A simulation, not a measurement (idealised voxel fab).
The following is a process module called voxel released beams.
The cross-section shown here is cut; it is 210 nm wide and divided into square cells measuring 5 nm on a side.
Bands, listed from the top down, are how a cross-section gets written in this document; the cross-section itself is a grid of square cells, and a band is one or more rows of them.
Basically the band line says how high the top is and how high the bottom is, in nm, and then what's in it from left to right, every material with its width in nm. Empty space shows up as "blank", and if a single material carries "full width" it runs the full band edge to edge.
For the purposes of this specification, 0 denotes the height below which the wafer in its as-received condition is composed wholly of one material, and the lowermost band, lacking a lower limit, extends downward without end, as expressed in "0 down".
The expression "30->40" gives the width at the extremes of the band, the first number at its top row of cells and the second at its bottom row, with the width changing by equal amounts from each row to the next in between.
Key: "changes: none" - step with no changed cell in the cross-section.
Entrapped voids: empty space of 8 cells or more with no open way to the top, each as width x height at its distance from the left edge, in nm
Anything after a step's settings on that line? It's the simulator's own note about the step.
Regarding "overlay nm": on a step with a mask, it is the distance the mask lay to the right of its planned place; a negative value places it to the left.
### Intended process steps
step 1: RECEIVE with material Si
step 2: CONFORMAL_DEP with material Al2O3, thk nm 10
step 3: DIRECTIONAL_DEP with material SiO2, thk nm 20
step 4: PATTERN with tone open, mask id ANCHOR, material resist, width nm 35, thk nm 20, overlay nm 0
step 5: DIRECTIONAL_ETCH with etch materials SiO2, depth nm 20
step 6: STRIP with etch materials resist
step 7: CONFORMAL_DEP with material polySi, thk nm 15
step 8: MASKED_ETCH with tone cover, mask id BEAM, width nm 115, etch materials polySi, depth nm 15, overlay nm 0
step 9: STRIP with etch materials SiO2
### Wafer as received: cross-section following step 1
0 down | Si full width
Entrapped voids: none
### first wafer at the end, as planned
45 to 30 | blank 45 nm, polySi 20 nm, blank 5 nm, polySi 90 nm, blank 50 nm
30 to 25 | blank 50 nm, polySi 15 nm, blank 5 nm, polySi 15 nm, blank 125 nm
25 to 10 | blank 50 nm, polySi 35 nm, blank 125 nm
10 to 0 | Al2O3 full width
0 down | Si full width
Entrapped voids: none
### Second wafer of the two, sectioned at the end of the module. It began like the first and followed the same plan, but one mistake was made while running it
45 to 30 | blank 45 nm, polySi 115 nm, blank 50 nm
30 to 10 | polySi full width
10 to 0 | Al2O3 full width
0 down | Si full width
Entrapped voids: none
Run error: step 3 deviated from plan and actually ran as DIRECTIONAL_DEP with material polySi, thk nm 20
Final cells, second wafer relative to first, materials higher or lower: +144 polySi
